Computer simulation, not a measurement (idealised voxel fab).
A process module follows: voxel gate over fins.
Cross-section cut: width 255 nm, square cells of 5 nm.
A cross-section in this document is a grid of square cells, and it is written down as bands, the top band listed before the ones below it; a band is made up of one or more rows of cells. This entry defines a band. It first specifies the height of the band's top and the height of its bottom in nm, and then specifies the band's materials from left to right, stating each material with its width in nm. The word "all across" identifies a single material that fills the band from edge to edge, while the word "empty" identifies empty space. Counting heights begins at 0, where everything beneath is, in the wafer as received, one material. The lowest band has no bottom; it goes on downwards, as "0 down" shows. Read "30..40" as a graded width: first number on top, second number at the bottom, same change between each pair of neighbouring rows. "nothing was modified" -> step changed no cross-section cell. Look at "Closed void list" for the closed voids: empty spaces with no open path to the top, sized 8 cells or up. Each is width x height at distance, distance from the left edge, all nm. That trailing text on a step's line, after the settings, is the simulator's own remark on the step. A step's line can hold "overlay nm"; with a mask on that step, the setting says how far right of the planned place the mask lay, while a negative setting says it lay to the left.
[The steps planned for the process are as follows]
1: RECEIVE,material Si
2: CONFORMAL_DEP,material SiN,thk nm 10
3: MASKED_ETCH,tone cover,mask id FINS,width nm 15,pitch nm 45,etch materials SiN,depth nm 10,overlay nm 0
4: MASKED_ETCH,tone cover,mask id FINS,width nm 15,pitch nm 45,etch materials Si,depth nm 30,overlay nm 0
5: OXIDIZE,depth nm 5
6: FILL_DEP,material SiO2,thk nm 10
7: CMP,height nm 10
8: SELECTIVE_ETCH,etch materials SiO2,depth nm 25
9: STRIP,etch materials SiN
10: CONFORMAL_DEP,material HfO2,thk nm 5
11: CONFORMAL_DEP,material TiN,thk nm 5
12: FILL_DEP,material W,thk nm 15
13: CMP,height nm 20
14: CONFORMAL_DEP,material SiN,thk nm 10
[First of two wafers, with the run carried out as planned]
[Wafer at receipt (post step 1), cross-section]
- 0 down  Si all across
- Closed void list: none
[Step 2 done - wafer cross-section]
- 10 to 0  SiN all across
- Rest of section, below 0: as before.
[Step 3 done - wafer cross-section]
- 10 to 0  95 nm empty, then 15 nm SiN, then 30 nm empty, then 15 nm SiN, then 100 nm empty
- Rest of section, below 0: as before.
[Step 4 done - wafer cross-section]
- 10 to 0  95 nm empty, then 15 nm SiN, then 30 nm empty, then 15 nm SiN, then 100 nm empty
- 0 to -30  95 nm empty, then 15 nm Si, then 30 nm empty, then 15 nm Si, then 100 nm empty
- Rest of section, below -30: as before.
[Step 5 done - wafer cross-section]
- 10 to 0  95 nm empty, then 15 nm SiN, then 30 nm empty, then 15 nm SiN, then 100 nm empty
- 0 to -30  95 nm empty, then 5 nm SiO2, then 5 nm Si, then 5 nm SiO2, then 30 nm empty, then 5 nm SiO2, then 5 nm Si, then 5 nm SiO2, then 100 nm empty
- -30 to -35  100 nm SiO2, then 5 nm Si, then 40 nm SiO2, then 5 nm Si, then 105 nm SiO2
- Rest of section, below -35: as before.
[Step 6 done - wafer cross-section]
- 20 to 10  SiO2 all across
- 10 to 0  95 nm SiO2, then 15 nm SiN, then 30 nm SiO2, then 15 nm SiN, then 100 nm SiO2
- 0 to -35  100 nm SiO2, then 5 nm Si, then 40 nm SiO2, then 5 nm Si, then 105 nm SiO2
- Rest of section, below -35: as before.
[Step 7 done - wafer cross-section]
- 10 to 0  95 nm SiO2, then 15 nm SiN, then 30 nm SiO2, then 15 nm SiN, then 100 nm SiO2
- Rest of section, below 0: as before.
[Step 8 done - wafer cross-section]
- 10 to 0  95 nm empty, then 15 nm SiN, then 30 nm empty, then 15 nm SiN, then 100 nm empty
- 0 to -15  100 nm empty, then 5 nm Si, then 40 nm empty, then 5 nm Si, then 105 nm empty
- Rest of section, below -15: as before.
[Step 9 done - wafer cross-section]
- 0 to -15  100 nm empty, then 5 nm Si, then 40 nm empty, then 5 nm Si, then 105 nm empty
- Rest of section, below -15: as before.
[Step 10 done - wafer cross-section]
- 5 to 0  95 nm empty, then 15 nm HfO2, then 30 nm empty, then 15 nm HfO2, then 100 nm empty
- 0 to -10  95 nm empty, then 5 nm HfO2, then 5 nm Si, then 5 nm HfO2, then 30 nm empty, then 5 nm HfO2, then 5 nm Si, then 5 nm HfO2, then 100 nm empty
- -10 to -15  100 nm HfO2, then 5 nm Si, then 40 nm HfO2, then 5 nm Si, then 105 nm HfO2
- Rest of section, below -15: as before.
[Step 11 done - wafer cross-section]
- 10 to 5  90 nm empty, then 25 nm TiN, then 20 nm empty, then 25 nm TiN, then 95 nm empty
- 5 to 0  90 nm empty, then 5 nm TiN, then 15 nm HfO2, then 5 nm TiN, then 20 nm empty, then 5 nm TiN, then 15 nm HfO2, then 5 nm TiN, then 95 nm empty
- 0 to -5  90 nm empty, then 5 nm TiN, then 5 nm HfO2, then 5 nm Si, then 5 nm HfO2, then 5 nm TiN, then 20 nm empty, then 5 nm TiN, then 5 nm HfO2, then 5 nm Si, then 5 nm HfO2, then 5 nm TiN, then 95 nm empty
- -5 to -10  95 nm TiN, then 5 nm HfO2, then 5 nm Si, then 5 nm HfO2, then 30 nm TiN, then 5 nm HfO2, then 5 nm Si, then 5 nm HfO2, then 100 nm TiN
- Rest of section, below -10: as before.
[Step 12 done - wafer cross-section]
- 25 to 10  W all across
- 10 to 5  90 nm W, then 25 nm TiN, then 20 nm W, then 25 nm TiN, then 95 nm W
- 5 to 0  90 nm W, then 5 nm TiN, then 15 nm HfO2, then 5 nm TiN, then 20 nm W, then 5 nm TiN, then 15 nm HfO2, then 5 nm TiN, then 95 nm W
- 0 to -5  90 nm W, then 5 nm TiN, then 5 nm HfO2, then 5 nm Si, then 5 nm HfO2, then 5 nm TiN, then 20 nm W, then 5 nm TiN, then 5 nm HfO2, then 5 nm Si, then 5 nm HfO2, then 5 nm TiN, then 95 nm W
- Rest of section, below -5: as before.
[Step 13 done - wafer cross-section]
- 20 to 10  W all across
- Rest of section, below 10: as before.
[Step 14 done - wafer cross-section]
- 30 to 20  SiN all across
- Rest of section, below 20: as before.
[Wafer two. Identical start, identical plan. One mistake in execution. Identical history through step 7]
[The second wafer cut through, at the time step 8 was supposed to be finished]
- 10 to 0  95 nm empty, then 15 nm SiN, then 30 nm empty, then 15 nm SiN, then 100 nm empty
- 0 to -35  100 nm empty, then 5 nm Si, then 40 nm empty, then 5 nm Si, then 105 nm empty
- Rest of section, below -35: as before.
[The second wafer cut through, at the time step 9 was supposed to be finished]
- 0 to -35  100 nm empty, then 5 nm Si, then 40 nm empty, then 5 nm Si, then 105 nm empty
- Rest of section, below -35: as before.
[The second wafer cut through, at the time step 10 was supposed to be finished]
- 5 to 0  95 nm empty, then 15 nm HfO2, then 30 nm empty, then 15 nm HfO2, then 100 nm empty
- 0 to -30  95 nm empty, then 5 nm HfO2, then 5 nm Si, then 5 nm HfO2, then 30 nm empty, then 5 nm HfO2, then 5 nm Si, then 5 nm HfO2, then 100 nm empty
- -30 to -35  100 nm HfO2, then 5 nm Si, then 40 nm HfO2, then 5 nm Si, then 105 nm HfO2
- Rest of section, below -35: as before.
[The second wafer cut through, at the time step 11 was supposed to be finished]
- 10 to 5  90 nm empty, then 25 nm TiN, then 20 nm empty, then 25 nm TiN, then 95 nm empty
- 5 to 0  90 nm empty, then 5 nm TiN, then 15 nm HfO2, then 5 nm TiN, then 20 nm empty, then 5 nm TiN, then 15 nm HfO2, then 5 nm TiN, then 95 nm empty
- 0 to -25  90 nm empty, then 5 nm TiN, then 5 nm HfO2, then 5 nm Si, then 5 nm HfO2, then 5 nm TiN, then 20 nm empty, then 5 nm TiN, then 5 nm HfO2, then 5 nm Si, then 5 nm HfO2, then 5 nm TiN, then 95 nm empty
- -25 to -30  95 nm TiN, then 5 nm HfO2, then 5 nm Si, then 5 nm HfO2, then 30 nm TiN, then 5 nm HfO2, then 5 nm Si, then 5 nm HfO2, then 100 nm TiN
- Rest of section, below -30: as before.
[The second wafer cut through, at the time step 12 was supposed to be finished]
- 25 to 10  W all across
- 10 to 5  90 nm W, then 25 nm TiN, then 20 nm W, then 25 nm TiN, then 95 nm W
- 5 to 0  90 nm W, then 5 nm TiN, then 15 nm HfO2, then 5 nm TiN, then 20 nm W, then 5 nm TiN, then 15 nm HfO2, then 5 nm TiN, then 95 nm W
- 0 to -25  90 nm W, then 5 nm TiN, then 5 nm HfO2, then 5 nm Si, then 5 nm HfO2, then 5 nm TiN, then 20 nm W, then 5 nm TiN, then 5 nm HfO2, then 5 nm Si, then 5 nm HfO2, then 5 nm TiN, then 95 nm W
- Rest of section, below -25: as before.
[The second wafer cut through, at the time step 13 was supposed to be finished]
- 20 to 10  W all across
- Rest of section, below 10: as before.
[The second wafer cut through, at the time step 14 was supposed to be finished]
- 30 to 20  SiN all across
- Rest of section, below 20: as before.
Here's what went sideways: plan step 8 was conducted twice
Bottom line after processing is that, in cells, the second wafer is up or down on some materials versus the first: HfO2 +16; SiO2 -196; TiN +16; W +164
